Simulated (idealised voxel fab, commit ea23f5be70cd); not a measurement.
Herein follows the process module entitled voxel released beams.
Square cells of 5 nm make up the cross-section cut, whose width is 280 nm.
Cross-section spec: square-cell grid; bands listed top down; each band is one or more rows. Look at the band entry: it leads with the top's height and the bottom's height in nm. Then it lists the materials left to right, with a width in nm for each. The word "throughout" on a single material says that material fills the band edge to edge. The word "empty" is empty space. Height datum 0, below which the as-received substrate wafer is one material. Lowest band open at the bottom, running downward: "from 0 down". The width entry "30..40" should be interpreted row by row: the top row of cells in the band takes the first number, the bottom row takes the second number, and the change between adjacent rows is uniform throughout. Step note "no alteration" = no cross-section cell changed. Basically, "Enclosed void entries" tells you about the enclosed voids: empty spaces with no open way to the top, 8 cells or bigger, each written width x height at distance, where distance is from the left edge, all in nm. It should be noted that, on the line of a given step, the content following the step's settings is a remark produced by the simulator itself with respect to that step. overlay nm: mask offset rightward from planned place, masked step; negative means leftward offset.

SO HERE'S THE LINEUP OF PROCESS STEPS WE PLANNED
1 op RECEIVE | material Si
2 op CONFORMAL_DEP | material Al2O3 | thk nm 10
3 op DIRECTIONAL_DEP | material SiO2 | thk nm 15
4 op DIRECTIONAL_DEP | material aC | thk nm 15
5 op PATTERN | tone open | mask id ANCHOR | material resist | width nm 40 | thk nm 30 | overlay nm 0
6 op DIRECTIONAL_ETCH | etch materials aC | depth nm 15
7 op STRIP | etch materials resist
8 op DIRECTIONAL_ETCH | etch materials SiO2 | depth nm 15
9 op STRIP | etch materials aC
10 op CONFORMAL_DEP | material SiN | thk nm 15
11 op DIRECTIONAL_DEP | material aC | thk nm 15
12 op PATTERN | tone cover | mask id BEAM | material resist | width nm 110 | thk nm 35 | overlay nm 0
13 op DIRECTIONAL_ETCH | etch materials aC | depth nm 15
14 op STRIP | etch materials resist
15 op DIRECTIONAL_ETCH | etch materials SiN | depth nm 15
16 op STRIP | etch materials aC
17 op STRIP | etch materials SiO2

CONCERNING THE FIRST OF TWO WAFERS, WHICH WAS RUN IN ACCORDANCE WITH THE PLAN

CROSS-SECTION OF THE WAFER UPON ARRIVAL, REPRESENTING THE STATE REACHED AFTER STEP 1
> from 0 down = Si throughout
> Enclosed void entries: none

PRESENTED HERE IS A CROSS-SECTION OF THE WAFER AFTER STEP 2 HAS BEEN PERFORMED
> from 10 to 0 = Al2O3 throughout
> Rest of section, below 0: as before.

PRESENTED HERE IS A CROSS-SECTION OF THE WAFER AFTER STEP 3 HAS BEEN PERFORMED
> from 25 to 10 = SiO2 throughout
> Rest of section, below 10: as before.

PRESENTED HERE IS A CROSS-SECTION OF THE WAFER AFTER STEP 4 HAS BEEN PERFORMED
> from 40 to 25 = aC throughout
> Rest of section, below 25: as before.

PRESENTED HERE IS A CROSS-SECTION OF THE WAFER AFTER STEP 5 HAS BEEN PERFORMED
> from 70 to 40 = 85 resist; 40 empty; 155 resist
> Rest of section, below 40: as before.

PRESENTED HERE IS A CROSS-SECTION OF THE WAFER AFTER STEP 6 HAS BEEN PERFORMED
> from 55 to 40 = 85 resist; 40 empty; 155 resist
> from 40 to 25 = 85 aC; 40 empty; 155 aC
> Rest of section, below 25: as before.

PRESENTED HERE IS A CROSS-SECTION OF THE WAFER AFTER STEP 7 HAS BEEN PERFORMED
> from 40 to 25 = 85 aC; 40 empty; 155 aC
> Rest of section, below 25: as before.

PRESENTED HERE IS A CROSS-SECTION OF THE WAFER AFTER STEP 8 HAS BEEN PERFORMED
> from 40 to 25 = 85 aC; 40 empty; 155 aC
> from 25 to 10 = 85 SiO2; 40 empty; 155 SiO2
> Rest of section, below 10: as before.

PRESENTED HERE IS A CROSS-SECTION OF THE WAFER AFTER STEP 9 HAS BEEN PERFORMED
> from 25 to 10 = 85 SiO2; 40 empty; 155 SiO2
> Rest of section, below 10: as before.

PRESENTED HERE IS A CROSS-SECTION OF THE WAFER AFTER STEP 10 HAS BEEN PERFORMED
> from 40 to 25 = 100 SiN; 10 empty; 170 SiN
> from 25 to 10 = 85 SiO2; 40 SiN; 155 SiO2
> Rest of section, below 10: as before.

PRESENTED HERE IS A CROSS-SECTION OF THE WAFER AFTER STEP 11 HAS BEEN PERFORMED
> from 55 to 40 = 100 aC; 10 empty; 170 aC
> from 40 to 25 = 100 SiN; 10 aC; 170 SiN
> Rest of section, below 25: as before.

PRESENTED HERE IS A CROSS-SECTION OF THE WAFER AFTER STEP 12 HAS BEEN PERFORMED
> from 90 to 55 = 80 empty; 110 resist; 90 empty
> from 55 to 40 = 100 aC; 10 resist; 170 aC
> Rest of section, below 40: as before.

PRESENTED HERE IS A CROSS-SECTION OF THE WAFER AFTER STEP 13 HAS BEEN PERFORMED
> from 75 to 55 = 80 empty; 110 resist; 90 empty
> from 55 to 40 = 80 empty; 20 aC; 10 resist; 80 aC; 90 empty
> Rest of section, below 40: as before.

PRESENTED HERE IS A CROSS-SECTION OF THE WAFER AFTER STEP 14 HAS BEEN PERFORMED
> from 55 to 40 = 80 empty; 20 aC; 10 empty; 80 aC; 90 empty
> Rest of section, below 40: as before.

PRESENTED HERE IS A CROSS-SECTION OF THE WAFER AFTER STEP 15 HAS BEEN PERFORMED
> from 55 to 40 = 80 empty; 20 aC; 10 empty; 80 aC; 90 empty
> from 40 to 25 = 80 empty; 20 SiN; 10 aC; 80 SiN; 90 empty
> Rest of section, below 25: as before.

PRESENTED HERE IS A CROSS-SECTION OF THE WAFER AFTER STEP 16 HAS BEEN PERFORMED
> from 40 to 25 = 80 empty; 20 SiN; 10 empty; 80 SiN; 90 empty
> Rest of section, below 25: as before.

PRESENTED HERE IS A CROSS-SECTION OF THE WAFER AFTER STEP 17 HAS BEEN PERFORMED
> from 40 to 25 = 80 empty; 20 SiN; 10 empty; 80 SiN; 90 empty
> from 25 to 10 = 85 empty; 40 SiN; 155 empty
> Rest of section, below 10: as before.

SECOND WAFER - SHARED START AND PLAN WITH THE FIRST - ONE ERROR IN RUNNING - SAME AS THE FIRST UP TO STEP 2 INCLUSIVE

HERE IS THE SECOND WAFER IN CROSS-SECTION AT THE POINT WHERE STEP 3 OF THE PLAN SHOULD HAVE BEEN DONE
> from 25 to 10 = SiN throughout
> Rest of section, below 10: as before.

HERE IS THE SECOND WAFER IN CROSS-SECTION AT THE POINT WHERE STEP 4 OF THE PLAN SHOULD HAVE BEEN DONE
> from 40 to 25 = aC throughout
> Rest of section, below 25: as before.

HERE IS THE SECOND WAFER IN CROSS-SECTION AT THE POINT WHERE STEP 5 OF THE PLAN SHOULD HAVE BEEN DONE
> from 70 to 40 = 85 resist; 40 empty; 155 resist
> Rest of section, below 40: as before.

HERE IS THE SECOND WAFER IN CROSS-SECTION AT THE POINT WHERE STEP 6 OF THE PLAN SHOULD HAVE BEEN DONE
> from 55 to 40 = 85 resist; 40 empty; 155 resist
> from 40 to 25 = 85 aC; 40 empty; 155 aC
> Rest of section, below 25: as before.

HERE IS THE SECOND WAFER IN CROSS-SECTION AT THE POINT WHERE STEP 7 OF THE PLAN SHOULD HAVE BEEN DONE
> from 40 to 25 = 85 aC; 40 empty; 155 aC
> Rest of section, below 25: as before.

Here is the second wafer in cross-section at the point where step 8 of the plan should have been done: no alteration

HERE IS THE SECOND WAFER IN CROSS-SECTION AT THE POINT WHERE STEP 9 OF THE PLAN SHOULD HAVE BEEN DONE
> from 25 to 10 = SiN throughout
> Rest of section, below 10: as before.

HERE IS THE SECOND WAFER IN CROSS-SECTION AT THE POINT WHERE STEP 10 OF THE PLAN SHOULD HAVE BEEN DONE
> from 40 to 10 = SiN throughout
> Rest of section, below 10: as before.

HERE IS THE SECOND WAFER IN CROSS-SECTION AT THE POINT WHERE STEP 11 OF THE PLAN SHOULD HAVE BEEN DONE
> from 55 to 40 = aC throughout
> Rest of section, below 40: as before.

HERE IS THE SECOND WAFER IN CROSS-SECTION AT THE POINT WHERE STEP 12 OF THE PLAN SHOULD HAVE BEEN DONE
> from 90 to 55 = 80 empty; 110 resist; 90 empty
> Rest of section, below 55: as before.

HERE IS THE SECOND WAFER IN CROSS-SECTION AT THE POINT WHERE STEP 13 OF THE PLAN SHOULD HAVE BEEN DONE
> from 75 to 55 = 80 empty; 110 resist; 90 empty
> from 55 to 40 = 80 empty; 110 aC; 90 empty
> Rest of section, below 40: as before.

HERE IS THE SECOND WAFER IN CROSS-SECTION AT THE POINT WHERE STEP 14 OF THE PLAN SHOULD HAVE BEEN DONE
> from 55 to 40 = 80 empty; 110 aC; 90 empty
> Rest of section, below 40: as before.

HERE IS THE SECOND WAFER IN CROSS-SECTION AT THE POINT WHERE STEP 15 OF THE PLAN SHOULD HAVE BEEN DONE
> from 55 to 40 = 80 empty; 110 aC; 90 empty
> from 40 to 25 = 80 empty; 110 SiN; 90 empty
> Rest of section, below 25: as before.

HERE IS THE SECOND WAFER IN CROSS-SECTION AT THE POINT WHERE STEP 16 OF THE PLAN SHOULD HAVE BEEN DONE
> from 40 to 25 = 80 empty; 110 SiN; 90 empty
> Rest of section, below 25: as before.

Here is the second wafer in cross-section at the point where step 17 of the plan should have been done: no alteration
Deviation noted in wafer processing: step 3 off recipe, ran as op DIRECTIONAL_DEP | material SiN | thk nm 15
Heads up, by the end the second wafer has more or fewer cells of some materials compared to the first: +150 SiN
